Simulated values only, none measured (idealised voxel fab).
You're looking at the process module voxel gate over fins.
Section cut is 300 nm wide and gridded with 5 nm square cells.
Notation: cross-section as square-cell grid; stated in bands, top first, going down; one or more cell rows per band. Band entry format. Leading values: height of top, height of bottom, nm. Remainder: materials in left-to-right order, each with its width in nm. Special words: "everywhere" on a single material, which then fills the band edge to edge; "blank", empty space. The level at which height equals 0 is the one under which the wafer, as it arrives, is entirely one material. No lower edge exists for the bottom band, which continues downward and is notated as in "top 0, no bottom". Width "30..40": first value at the band's top row of cells, second value at its bottom row, equal change from row to row. Where a step carries "remained unchanged", the cross-section came out of it unchanged, cell for cell. Heads up: "Unvented internal voids" only lists the empty pockets with no open path to the top that are 8 cells or more, and it writes them as width x height at distance, distance from the left edge, in nm. Anything after a step's settings on that line? It's the simulator's own note about the step. The line of a step may include "overlay nm". On a step with a mask, this value is how far to the right of its planned place the mask lay. A negative value means the mask lay to the left.

The steps planned for the process are as follows
1) op RECEIVE | material Si
2) op CONFORMAL_DEP | material SiN | thk nm 5
3) op MASKED_ETCH | tone cover | mask id FINS | width nm 15 | pitch nm 55 | etch materials SiN | depth nm 5 | overlay nm 0
4) op MASKED_ETCH | tone cover | mask id FINS | width nm 15 | pitch nm 55 | etch materials Si | depth nm 40 | overlay nm 0
5) op OXIDIZE | depth nm 5
6) op FILL_DEP | material SiO2 | thk nm 10
7) op CMP | height nm 5
8) op DIRECTIONAL_DEP | material aC | thk nm 10
9) op PATTERN | tone open | mask id RAIL | material resist | width nm 15 | thk nm 25 | overlay nm 0
10) op DIRECTIONAL_ETCH | etch materials aC | depth nm 10
11) op STRIP | etch materials resist
12) op DIRECTIONAL_ETCH | etch materials SiO2 | depth nm 40
13) op STRIP | etch materials aC
14) op CONFORMAL_DEP | material TiN | thk nm 5
15) op FILL_DEP | material W | thk nm 10
16) op CMP | height nm 5
17) op SELECTIVE_ETCH | etch materials W Ru TiN | depth nm 25
18) op FILL_DEP | material SiO2 | thk nm 5
19) op CMP | height nm 5
20) op SELECTIVE_ETCH | etch materials SiO2 | depth nm 15
21) op STRIP | etch materials SiN
22) op CONFORMAL_DEP | material HfO2 | thk nm 5
23) op CONFORMAL_DEP | material TiN | thk nm 5
24) op CONFORMAL_DEP | material TiAl | thk nm 5
25) op CONFORMAL_DEP | material TiN | thk nm 5
26) op FILL_DEP | material W | thk nm 15
27) op CMP | height nm 30
28) op CONFORMAL_DEP | material SiN | thk nm 5

The first of two wafers, run as planned

Cross-section of the wafer as it came to us, i.e., already through step 1
	top 0, no bottom | Si everywhere
	Unvented internal voids: none

The wafer, seen in cross-section, after step 2
	top 5, bottom 0 | SiN everywhere
	Nothing below the height 0 has changed.

The wafer, seen in cross-section, after step 3
	top 5, bottom 0 | blank 60 nm | SiN 15 nm | blank 40 nm | SiN 15 nm | blank 40 nm | SiN 15 nm | blank 40 nm | SiN 15 nm | blank 60 nm
	Nothing below the height 0 has changed.

The wafer, seen in cross-section, after step 4
	top 5, bottom 0 | blank 60 nm | SiN 15 nm | blank 40 nm | SiN 15 nm | blank 40 nm | SiN 15 nm | blank 40 nm | SiN 15 nm | blank 60 nm
	top 0, bottom -40 | blank 60 nm | Si 15 nm | blank 40 nm | Si 15 nm | blank 40 nm | Si 15 nm | blank 40 nm | Si 15 nm | blank 60 nm
	Nothing below the height -40 has changed.

The wafer, seen in cross-section, after step 5
	top 5, bottom 0 | blank 60 nm | SiN 15 nm | blank 40 nm | SiN 15 nm | blank 40 nm | SiN 15 nm | blank 40 nm | SiN 15 nm | blank 60 nm
	top 0, bottom -40 | blank 60 nm | SiO2 5 nm | Si 5 nm | SiO2 5 nm | blank 40 nm | SiO2 5 nm | Si 5 nm | SiO2 5 nm | blank 40 nm | SiO2 5 nm | Si 5 nm | SiO2 5 nm | blank 40 nm | SiO2 5 nm | Si 5 nm | SiO2 5 nm | blank 60 nm
	top -40, bottom -45 | SiO2 65 nm | Si 5 nm | SiO2 50 nm | Si 5 nm | SiO2 50 nm | Si 5 nm | SiO2 50 nm | Si 5 nm | SiO2 65 nm
	Nothing below the height -45 has changed.

The wafer, seen in cross-section, after step 6
	top 15, bottom 5 | SiO2 everywhere
	top 5, bottom 0 | SiO2 60 nm | SiN 15 nm | SiO2 40 nm | SiN 15 nm | SiO2 40 nm | SiN 15 nm | SiO2 40 nm | SiN 15 nm | SiO2 60 nm
	top 0, bottom -45 | SiO2 65 nm | Si 5 nm | SiO2 50 nm | Si 5 nm | SiO2 50 nm | Si 5 nm | SiO2 50 nm | Si 5 nm | SiO2 65 nm
	Nothing below the height -45 has changed.

The wafer, seen in cross-section, after step 7
	top 5, bottom 0 | SiO2 60 nm | SiN 15 nm | SiO2 40 nm | SiN 15 nm | SiO2 40 nm | SiN 15 nm | SiO2 40 nm | SiN 15 nm | SiO2 60 nm
	Nothing below the height 0 has changed.

The wafer, seen in cross-section, after step 8
	top 15, bottom 5 | aC everywhere
	Nothing below the height 5 has changed.

The wafer, seen in cross-section, after step 9
	top 40, bottom 15 | resist 85 nm | blank 15 nm | resist 200 nm
	Nothing below the height 15 has changed.

The wafer, seen in cross-section, after step 10
	top 30, bottom 15 | resist 85 nm | blank 15 nm | resist 200 nm
	top 15, bottom 5 | aC 85 nm | blank 15 nm | aC 200 nm
	Nothing below the height 5 has changed.

The wafer, seen in cross-section, after step 11
	top 15, bottom 5 | aC 85 nm | blank 15 nm | aC 200 nm
	Nothing below the height 5 has changed.

The wafer, seen in cross-section, after step 12
	top 15, bottom 5 | aC 85 nm | blank 15 nm | aC 200 nm
	top 5, bottom 0 | SiO2 60 nm | SiN 15 nm | SiO2 10 nm | blank 15 nm | SiO2 15 nm | SiN 15 nm | SiO2 40 nm | SiN 15 nm | SiO2 40 nm | SiN 15 nm | SiO2 60 nm
	top 0, bottom -35 | SiO2 65 nm | Si 5 nm | SiO2 15 nm | blank 15 nm | SiO2 20 nm | Si 5 nm | SiO2 50 nm | Si 5 nm | SiO2 50 nm | Si 5 nm | SiO2 65 nm
	Nothing below the height -35 has changed.

The wafer, seen in cross-section, after step 13
	top 5, bottom 0 | SiO2 60 nm | SiN 15 nm | SiO2 10 nm | blank 15 nm | SiO2 15 nm | SiN 15 nm | SiO2 40 nm | SiN 15 nm | SiO2 40 nm | SiN 15 nm | SiO2 60 nm
	Nothing below the height 0 has changed.

The wafer, seen in cross-section, after step 14
	top 10, bottom 5 | TiN 90 nm | blank 5 nm | TiN 205 nm
	top 5, bottom 0 | SiO2 60 nm | SiN 15 nm | SiO2 10 nm | TiN 5 nm | blank 5 nm | TiN 5 nm | SiO2 15 nm | SiN 15 nm | SiO2 40 nm | SiN 15 nm | SiO2 40 nm | SiN 15 nm | SiO2 60 nm
	top 0, bottom -30 | SiO2 65 nm | Si 5 nm | SiO2 15 nm | TiN 5 nm | blank 5 nm | TiN 5 nm | SiO2 20 nm | Si 5 nm | SiO2 50 nm | Si 5 nm | SiO2 50 nm | Si 5 nm | SiO2 65 nm
	top -30, bottom -35 | SiO2 65 nm | Si 5 nm | SiO2 15 nm | TiN 15 nm | SiO2 20 nm | Si 5 nm | SiO2 50 nm | Si 5 nm | SiO2 50 nm | Si 5 nm | SiO2 65 nm
	Nothing below the height -35 has changed.

The wafer, seen in cross-section, after step 15
	top 20, bottom 10 | W everywhere
	top 10, bottom 5 | TiN 90 nm | W 5 nm | TiN 205 nm
	top 5, bottom 0 | SiO2 60 nm | SiN 15 nm | SiO2 10 nm | TiN 5 nm | W 5 nm | TiN 5 nm | SiO2 15 nm | SiN 15 nm | SiO2 40 nm | SiN 15 nm | SiO2 40 nm | SiN 15 nm | SiO2 60 nm
	top 0, bottom -30 | SiO2 65 nm | Si 5 nm | SiO2 15 nm | TiN 5 nm | W 5 nm | TiN 5 nm | SiO2 20 nm | Si 5 nm | SiO2 50 nm | Si 5 nm | SiO2 50 nm | Si 5 nm | SiO2 65 nm
	Nothing below the height -30 has changed.

The wafer, seen in cross-section, after step 16
	top 5, bottom 0 | SiO2 60 nm | SiN 15 nm | SiO2 10 nm | TiN 5 nm | W 5 nm | TiN 5 nm | SiO2 15 nm | SiN 15 nm | SiO2 40 nm | SiN 15 nm | SiO2 40 nm | SiN 15 nm | SiO2 60 nm
	Nothing below the height 0 has changed.

The wafer, seen in cross-section, after step 17
	top 5, bottom 0 | SiO2 60 nm | SiN 15 nm | SiO2 10 nm | blank 15 nm | SiO2 15 nm | SiN 15 nm | SiO2 40 nm | SiN 15 nm | SiO2 40 nm | SiN 15 nm | SiO2 60 nm
	top 0, bottom -20 | SiO2 65 nm | Si 5 nm | SiO2 15 nm | blank 15 nm | SiO2 20 nm | Si 5 nm | SiO2 50 nm | Si 5 nm | SiO2 50 nm | Si 5 nm | SiO2 65 nm
	Nothing below the height -20 has changed.

The wafer, seen in cross-section, after step 18
	top 10, bottom 5 | SiO2 everywhere
	top 5, bottom 0 | SiO2 60 nm | SiN 15 nm | SiO2 40 nm | SiN 15 nm | SiO2 40 nm | SiN 15 nm | SiO2 40 nm | SiN 15 nm | SiO2 60 nm
	top 0, bottom -20 | SiO2 65 nm | Si 5 nm | SiO2 50 nm | Si 5 nm | SiO2 50 nm | Si 5 nm | SiO2 50 nm | Si 5 nm | SiO2 65 nm
	Nothing below the height -20 has changed.

The wafer, seen in cross-section, after step 19
	top 5, bottom 0 | SiO2 60 nm | SiN 15 nm | SiO2 40 nm | SiN 15 nm | SiO2 40 nm | SiN 15 nm | SiO2 40 nm | SiN 15 nm | SiO2 60 nm
	Nothing below the height 0 has changed.

The wafer, seen in cross-section, after step 20
	top 5, bottom 0 | blank 60 nm | SiN 15 nm | blank 40 nm | SiN 15 nm | blank 40 nm | SiN 15 nm | blank 40 nm | SiN 15 nm | blank 60 nm
	top 0, bottom -10 | blank 65 nm | Si 5 nm | blank 50 nm | Si 5 nm | blank 50 nm | Si 5 nm | blank 50 nm | Si 5 nm | blank 65 nm
	Nothing below the height -10 has changed.

The wafer, seen in cross-section, after step 21
	top 0, bottom -10 | blank 65 nm | Si 5 nm | blank 50 nm | Si 5 nm | blank 50 nm | Si 5 nm | blank 50 nm | Si 5 nm | blank 65 nm
	Nothing below the height -10 has changed.

The wafer, seen in cross-section, after step 22
	top 5, bottom 0 | blank 60 nm | HfO2 15 nm | blank 40 nm | HfO2 15 nm | blank 40 nm | HfO2 15 nm | blank 40 nm | HfO2 15 nm | blank 60 nm
	top 0, bottom -5 | blank 60 nm | HfO2 5 nm | Si 5 nm | HfO2 5 nm | blank 40 nm | HfO2 5 nm | Si 5 nm | HfO2 5 nm | blank 40 nm | HfO2 5 nm | Si 5 nm | HfO2 5 nm | blank 40 nm | HfO2 5 nm | Si 5 nm | HfO2 5 nm | blank 60 nm
	top -5, bottom -10 | HfO2 65 nm | Si 5 nm | HfO2 50 nm | Si 5 nm | HfO2 50 nm | Si 5 nm | HfO2 50 nm | Si 5 nm | HfO2 65 nm
	Nothing below the height -10 has changed.

The wafer, seen in cross-section, after step 23
	top 10, bottom 5 | blank 55 nm | TiN 25 nm | blank 30 nm | TiN 25 nm | blank 30 nm | TiN 25 nm | blank 30 nm | TiN 25 nm | blank 55 nm
	top 5, bottom 0 | blank 55 nm | TiN 5 nm | HfO2 15 nm | TiN 5 nm | blank 30 nm | TiN 5 nm | HfO2 15 nm | TiN 5 nm | blank 30 nm | TiN 5 nm | HfO2 15 nm | TiN 5 nm | blank 30 nm | TiN 5 nm | HfO2 15 nm | TiN 5 nm | blank 55 nm
	top 0, bottom -5 | TiN 60 nm | HfO2 5 nm | Si 5 nm | HfO2 5 nm | TiN 40 nm | HfO2 5 nm | Si 5 nm | HfO2 5 nm | TiN 40 nm | HfO2 5 nm | Si 5 nm | HfO2 5 nm | TiN 40 nm | HfO2 5 nm | Si 5 nm | HfO2 5 nm | TiN 60 nm
	Nothing below the height -5 has changed.

The wafer, seen in cross-section, after step 24
	top 15, bottom 10 | blank 50 nm | TiAl 35 nm | blank 20 nm | TiAl 35 nm | blank 20 nm | TiAl 35 nm | blank 20 nm | TiAl 35 nm | blank 50 nm
	top 10, bottom 5 | blank 50 nm | TiAl 5 nm | TiN 25 nm | TiAl 5 nm | blank 20 nm | TiAl 5 nm | TiN 25 nm | TiAl 5 nm | blank 20 nm | TiAl 5 nm | TiN 25 nm | TiAl 5 nm | blank 20 nm | TiAl 5 nm | TiN 25 nm | TiAl 5 nm | blank 50 nm
	top 5, bottom 0 | TiAl 55 nm | TiN 5 nm | HfO2 15 nm | TiN 5 nm | TiAl 30 nm | TiN 5 nm | HfO2 15 nm | TiN 5 nm | TiAl 30 nm | TiN 5 nm | HfO2 15 nm | TiN 5 nm | TiAl 30 nm | TiN 5 nm | HfO2 15 nm | TiN 5 nm | TiAl 55 nm
	Nothing below the height 0 has changed.

The wafer, seen in cross-section, after step 25
	top 20, bottom 15 | blank 45 nm | TiN 45 nm | blank 10 nm | TiN 45 nm | blank 10 nm | TiN 45 nm | blank 10 nm | TiN 45 nm | blank 45 nm
	top 15, bottom 10 | blank 45 nm | TiN 5 nm | TiAl 35 nm | TiN 5 nm | blank 10 nm | TiN 5 nm | TiAl 35 nm | TiN 5 nm | blank 10 nm | TiN 5 nm | TiAl 35 nm | TiN 5 nm | blank 10 nm | TiN 5 nm | TiAl 35 nm | TiN 5 nm | blank 45 nm
	top 10, bottom 5 | TiN 50 nm | TiAl 5 nm | TiN 25 nm | TiAl 5 nm | TiN 20 nm | TiAl 5 nm | TiN 25 nm | TiAl 5 nm | TiN 20 nm | TiAl 5 nm | TiN 25 nm | TiAl 5 nm | TiN 20 nm | TiAl 5 nm | TiN 25 nm | TiAl 5 nm | TiN 50 nm
	Nothing below the height 5 has changed.

The wafer, seen in cross-section, after step 26
	top 35, bottom 20 | W everywhere
	top 20, bottom 15 | W 45 nm | TiN 45 nm | W 10 nm | TiN 45 nm | W 10 nm | TiN 45 nm | W 10 nm | TiN 45 nm | W 45 nm
	top 15, bottom 10 | W 45 nm | TiN 5 nm | TiAl 35 nm | TiN 5 nm | W 10 nm | TiN 5 nm | TiAl 35 nm | TiN 5 nm | W 10 nm | TiN 5 nm | TiAl 35 nm | TiN 5 nm | W 10 nm | TiN 5 nm | TiAl 35 nm | TiN 5 nm | W 45 nm
	Nothing below the height 10 has changed.

The wafer, seen in cross-section, after step 27
	top 30, bottom 20 | W everywhere
	Nothing below the height 20 has changed.

The wafer, seen in cross-section, after step 28
	top 35, bottom 30 | SiN everywhere
	Nothing below the height 30 has changed.

The second wafer began exactly as the first did and followed the same plan, but one mistake was made while running it; through step 19 inclusive, the two wafers are identical

The second wafer in cross-section, at the planned close of step 20
	top 5, bottom 0 | blank 60 nm | SiN 15 nm | blank 40 nm | SiN 15 nm | blank 40 nm | SiN 15 nm | blank 40 nm | SiN 15 nm | blank 60 nm
	top 0, bottom -20 | blank 65 nm | Si 5 nm | blank 50 nm | Si 5 nm | blank 50 nm | Si 5 nm | blank 50 nm | Si 5 nm | blank 65 nm
	top -20, bottom -25 | blank 65 nm | Si 5 nm | blank 15 nm | TiN 5 nm | W 5 nm | TiN 5 nm | blank 20 nm | Si 5 nm | blank 50 nm | Si 5 nm | blank 50 nm | Si 5 nm | blank 65 nm
	Nothing below the height -25 has changed.

The second wafer in cross-section, at the planned close of step 21
	top 0, bottom -20 | blank 65 nm | Si 5 nm | blank 50 nm | Si 5 nm | blank 50 nm | Si 5 nm | blank 50 nm | Si 5 nm | blank 65 nm
	Nothing below the height -20 has changed.

The second wafer in cross-section, at the planned close of step 22
	top 5, bottom 0 | blank 60 nm | HfO2 15 nm | blank 40 nm | HfO2 15 nm | blank 40 nm | HfO2 15 nm | blank 40 nm | HfO2 15 nm | blank 60 nm
	top 0, bottom -15 | blank 60 nm | HfO2 5 nm | Si 5 nm | HfO2 5 nm | blank 40 nm | HfO2 5 nm | Si 5 nm | HfO2 5 nm | blank 40 nm | HfO2 5 nm | Si 5 nm | HfO2 5 nm | blank 40 nm | HfO2 5 nm | Si 5 nm | HfO2 5 nm | blank 60 nm
	top -15, bottom -20 | blank 60 nm | HfO2 5 nm | Si 5 nm | HfO2 5 nm | blank 5 nm | HfO2 25 nm | blank 10 nm | HfO2 5 nm | Si 5 nm | HfO2 5 nm | blank 40 nm | HfO2 5 nm | Si 5 nm | HfO2 5 nm | blank 40 nm | HfO2 5 nm | Si 5 nm | HfO2 5 nm | blank 60 nm
	top -20, bottom -25 | HfO2 65 nm | Si 5 nm | HfO2 15 nm | TiN 5 nm | W 5 nm | TiN 5 nm | HfO2 20 nm | Si 5 nm | HfO2 50 nm | Si 5 nm | HfO2 50 nm | Si 5 nm | HfO2 65 nm
	Nothing below the height -25 has changed.

The second wafer in cross-section, at the planned close of step 23
	top 10, bottom 5 | blank 55 nm | TiN 25 nm | blank 30 nm | TiN 25 nm | blank 30 nm | TiN 25 nm | blank 30 nm | TiN 25 nm | blank 55 nm
	top 5, bottom 0 | blank 55 nm | TiN 5 nm | HfO2 15 nm | TiN 5 nm | blank 30 nm | TiN 5 nm | HfO2 15 nm | TiN 5 nm | blank 30 nm | TiN 5 nm | HfO2 15 nm | TiN 5 nm | blank 30 nm | TiN 5 nm | HfO2 15 nm | TiN 5 nm | blank 55 nm
	top 0, bottom -10 | blank 55 nm | TiN 5 nm | HfO2 5 nm | Si 5 nm | HfO2 5 nm | TiN 5 nm | blank 30 nm | TiN 5 nm | HfO2 5 nm | Si 5 nm | HfO2 5 nm | TiN 5 nm | blank 30 nm | TiN 5 nm | HfO2 5 nm | Si 5 nm | HfO2 5 nm | TiN 5 nm | blank 30 nm | TiN 5 nm | HfO2 5 nm | Si 5 nm | HfO2 5 nm | TiN 5 nm | blank 55 nm
	top -10, bottom -15 | blank 55 nm | TiN 5 nm | HfO2 5 nm | Si 5 nm | HfO2 5 nm | TiN 40 nm | HfO2 5 nm | Si 5 nm | HfO2 5 nm | TiN 5 nm | blank 30 nm | TiN 5 nm | HfO2 5 nm | Si 5 nm | HfO2 5 nm | TiN 5 nm | blank 30 nm | TiN 5 nm | HfO2 5 nm | Si 5 nm | HfO2 5 nm | TiN 5 nm | blank 55 nm
	top -15, bottom -20 | TiN 60 nm | HfO2 5 nm | Si 5 nm | HfO2 5 nm | TiN 5 nm | HfO2 25 nm | TiN 10 nm | HfO2 5 nm | Si 5 nm | HfO2 5 nm | TiN 40 nm | HfO2 5 nm | Si 5 nm | HfO2 5 nm | TiN 40 nm | HfO2 5 nm | Si 5 nm | HfO2 5 nm | TiN 60 nm
	Nothing below the height -20 has changed.

The second wafer in cross-section, at the planned close of step 24
	top 15, bottom 10 | blank 50 nm | TiAl 35 nm | blank 20 nm | TiAl 35 nm | blank 20 nm | TiAl 35 nm | blank 20 nm | TiAl 35 nm | blank 50 nm
	top 10, bottom 5 | blank 50 nm | TiAl 5 nm | TiN 25 nm | TiAl 5 nm | blank 20 nm | TiAl 5 nm | TiN 25 nm | TiAl 5 nm | blank 20 nm | TiAl 5 nm | TiN 25 nm | TiAl 5 nm | blank 20 nm | TiAl 5 nm | TiN 25 nm | TiAl 5 nm | blank 50 nm
	top 5, bottom 0 | blank 50 nm | TiAl 5 nm | TiN 5 nm | HfO2 15 nm | TiN 5 nm | TiAl 5 nm | blank 20 nm | TiAl 5 nm | TiN 5 nm | HfO2 15 nm | TiN 5 nm | TiAl 5 nm | blank 20 nm | TiAl 5 nm | TiN 5 nm | HfO2 15 nm | TiN 5 nm | TiAl 5 nm | blank 20 nm | TiAl 5 nm | TiN 5 nm | HfO2 15 nm | TiN 5 nm | TiAl 5 nm | blank 50 nm
	top 0, bottom -5 | blank 50 nm | TiAl 5 nm | TiN 5 nm | HfO2 5 nm | Si 5 nm | HfO2 5 nm | TiN 5 nm | TiAl 5 nm | blank 20 nm | TiAl 5 nm | TiN 5 nm | HfO2 5 nm | Si 5 nm | HfO2 5 nm | TiN 5 nm | TiAl 5 nm | blank 20 nm | TiAl 5 nm | TiN 5 nm | HfO2 5 nm | Si 5 nm | HfO2 5 nm | TiN 5 nm | TiAl 5 nm | blank 20 nm | TiAl 5 nm | TiN 5 nm | HfO2 5 nm | Si 5 nm | HfO2 5 nm | TiN 5 nm | TiAl 5 nm | blank 50 nm
	top -5, bottom -10 | blank 50 nm | TiAl 5 nm | TiN 5 nm | HfO2 5 nm | Si 5 nm | HfO2 5 nm | TiN 5 nm | TiAl 30 nm | TiN 5 nm | HfO2 5 nm | Si 5 nm | HfO2 5 nm | TiN 5 nm | TiAl 5 nm | blank 20 nm | TiAl 5 nm | TiN 5 nm | HfO2 5 nm | Si 5 nm | HfO2 5 nm | TiN 5 nm | TiAl 5 nm | blank 20 nm | TiAl 5 nm | TiN 5 nm | HfO2 5 nm | Si 5 nm | HfO2 5 nm | TiN 5 nm | TiAl 5 nm | blank 50 nm
	top -10, bottom -15 | TiAl 55 nm | TiN 5 nm | HfO2 5 nm | Si 5 nm | HfO2 5 nm | TiN 40 nm | HfO2 5 nm | Si 5 nm | HfO2 5 nm | TiN 5 nm | TiAl 30 nm | TiN 5 nm | HfO2 5 nm | Si 5 nm | HfO2 5 nm | TiN 5 nm | TiAl 30 nm | TiN 5 nm | HfO2 5 nm | Si 5 nm | HfO2 5 nm | TiN 5 nm | TiAl 55 nm
	Nothing below the height -15 has changed.

The second wafer in cross-section, at the planned close of step 25
	top 20, bottom 15 | blank 45 nm | TiN 45 nm | blank 10 nm | TiN 45 nm | blank 10 nm | TiN 45 nm | blank 10 nm | TiN 45 nm | blank 45 nm
	top 15, bottom 10 | blank 45 nm | TiN 5 nm | TiAl 35 nm | TiN 5 nm | blank 10 nm | TiN 5 nm | TiAl 35 nm | TiN 5 nm | blank 10 nm | TiN 5 nm | TiAl 35 nm | TiN 5 nm | blank 10 nm | TiN 5 nm | TiAl 35 nm | TiN 5 nm | blank 45 nm
	top 10, bottom 5 | blank 45 nm | TiN 5 nm | TiAl 5 nm | TiN 25 nm | TiAl 5 nm | TiN 5 nm | blank 10 nm | TiN 5 nm | TiAl 5 nm | TiN 25 nm | TiAl 5 nm | TiN 5 nm | blank 10 nm | TiN 5 nm | TiAl 5 nm | TiN 25 nm | TiAl 5 nm | TiN 5 nm | blank 10 nm | TiN 5 nm | TiAl 5 nm | TiN 25 nm | TiAl 5 nm | TiN 5 nm | blank 45 nm
	top 5, bottom 0 | blank 45 nm | TiN 5 nm | TiAl 5 nm | TiN 5 nm | HfO2 15 nm | TiN 5 nm | TiAl 5 nm | TiN 5 nm | blank 10 nm | TiN 5 nm | TiAl 5 nm | TiN 5 nm | HfO2 15 nm | TiN 5 nm | TiAl 5 nm | TiN 5 nm | blank 10 nm | TiN 5 nm | TiAl 5 nm | TiN 5 nm | HfO2 15 nm | TiN 5 nm | TiAl 5 nm | TiN 5 nm | blank 10 nm | TiN 5 nm | TiAl 5 nm | TiN 5 nm | HfO2 15 nm | TiN 5 nm | TiAl 5 nm | TiN 5 nm | blank 45 nm
	top 0, bottom -5 | blank 45 nm | TiN 5 nm | TiAl 5 nm | TiN 5 nm | HfO2 5 nm | Si 5 nm | HfO2 5 nm | TiN 5 nm | TiAl 5 nm | TiN 20 nm | TiAl 5 nm | TiN 5 nm | HfO2 5 nm | Si 5 nm | HfO2 5 nm | TiN 5 nm | TiAl 5 nm | TiN 5 nm | blank 10 nm | TiN 5 nm | TiAl 5 nm | TiN 5 nm | HfO2 5 nm | Si 5 nm | HfO2 5 nm | TiN 5 nm | TiAl 5 nm | TiN 5 nm | blank 10 nm | TiN 5 nm | TiAl 5 nm | TiN 5 nm | HfO2 5 nm | Si 5 nm | HfO2 5 nm | TiN 5 nm | TiAl 5 nm | TiN 5 nm | blank 45 nm
	top -5, bottom -10 | TiN 50 nm | TiAl 5 nm | TiN 5 nm | HfO2 5 nm | Si 5 nm | HfO2 5 nm | TiN 5 nm | TiAl 30 nm | TiN 5 nm | HfO2 5 nm | Si 5 nm | HfO2 5 nm | TiN 5 nm | TiAl 5 nm | TiN 20 nm | TiAl 5 nm | TiN 5 nm | HfO2 5 nm | Si 5 nm | HfO2 5 nm | TiN 5 nm | TiAl 5 nm | TiN 20 nm | TiAl 5 nm | TiN 5 nm | HfO2 5 nm | Si 5 nm | HfO2 5 nm | TiN 5 nm | TiAl 5 nm | TiN 50 nm
	Nothing below the height -10 has changed.

The second wafer in cross-section, at the planned close of step 26
	top 35, bottom 20 | W everywhere
	top 20, bottom 15 | W 45 nm | TiN 45 nm | W 10 nm | TiN 45 nm | W 10 nm | TiN 45 nm | W 10 nm | TiN 45 nm | W 45 nm
	top 15, bottom 10 | W 45 nm | TiN 5 nm | TiAl 35 nm | TiN 5 nm | W 10 nm | TiN 5 nm | TiAl 35 nm | TiN 5 nm | W 10 nm | TiN 5 nm | TiAl 35 nm | TiN 5 nm | W 10 nm | TiN 5 nm | TiAl 35 nm | TiN 5 nm | W 45 nm
	top 10, bottom 5 | W 45 nm | TiN 5 nm | TiAl 5 nm | TiN 25 nm | TiAl 5 nm | TiN 5 nm | W 10 nm | TiN 5 nm | TiAl 5 nm | TiN 25 nm | TiAl 5 nm | TiN 5 nm | W 10 nm | TiN 5 nm | TiAl 5 nm | TiN 25 nm | TiAl 5 nm | TiN 5 nm | W 10 nm | TiN 5 nm | TiAl 5 nm | TiN 25 nm | TiAl 5 nm | TiN 5 nm | W 45 nm
	top 5, bottom 0 | W 45 nm | TiN 5 nm | TiAl 5 nm | TiN 5 nm | HfO2 15 nm | TiN 5 nm | TiAl 5 nm | TiN 5 nm | W 10 nm | TiN 5 nm | TiAl 5 nm | TiN 5 nm | HfO2 15 nm | TiN 5 nm | TiAl 5 nm | TiN 5 nm | W 10 nm | TiN 5 nm | TiAl 5 nm | TiN 5 nm | HfO2 15 nm | TiN 5 nm | TiAl 5 nm | TiN 5 nm | W 10 nm | TiN 5 nm | TiAl 5 nm | TiN 5 nm | HfO2 15 nm | TiN 5 nm | TiAl 5 nm | TiN 5 nm | W 45 nm
	top 0, bottom -5 | W 45 nm | TiN 5 nm | TiAl 5 nm | TiN 5 nm | HfO2 5 nm | Si 5 nm | HfO2 5 nm | TiN 5 nm | TiAl 5 nm | TiN 20 nm | TiAl 5 nm | TiN 5 nm | HfO2 5 nm | Si 5 nm | HfO2 5 nm | TiN 5 nm | TiAl 5 nm | TiN 5 nm | W 10 nm | TiN 5 nm | TiAl 5 nm | TiN 5 nm | HfO2 5 nm | Si 5 nm | HfO2 5 nm | TiN 5 nm | TiAl 5 nm | TiN 5 nm | W 10 nm | TiN 5 nm | TiAl 5 nm | TiN 5 nm | HfO2 5 nm | Si 5 nm | HfO2 5 nm | TiN 5 nm | TiAl 5 nm | TiN 5 nm | W 45 nm
	Nothing below the height -5 has changed.

The second wafer in cross-section, at the planned close of step 27
	top 30, bottom 20 | W everywhere
	Nothing below the height 20 has changed.

The second wafer in cross-section, at the planned close of step 28
	top 35, bottom 30 | SiN everywhere
	Nothing below the height 30 has changed.
what went wrong: twice over, step 20 of the plan was run
Final comparison by cell count, materials where the second wafer has more or fewer than the first: HfO2 +26, SiO2 -165, TiAl +22, TiN +47, W +70
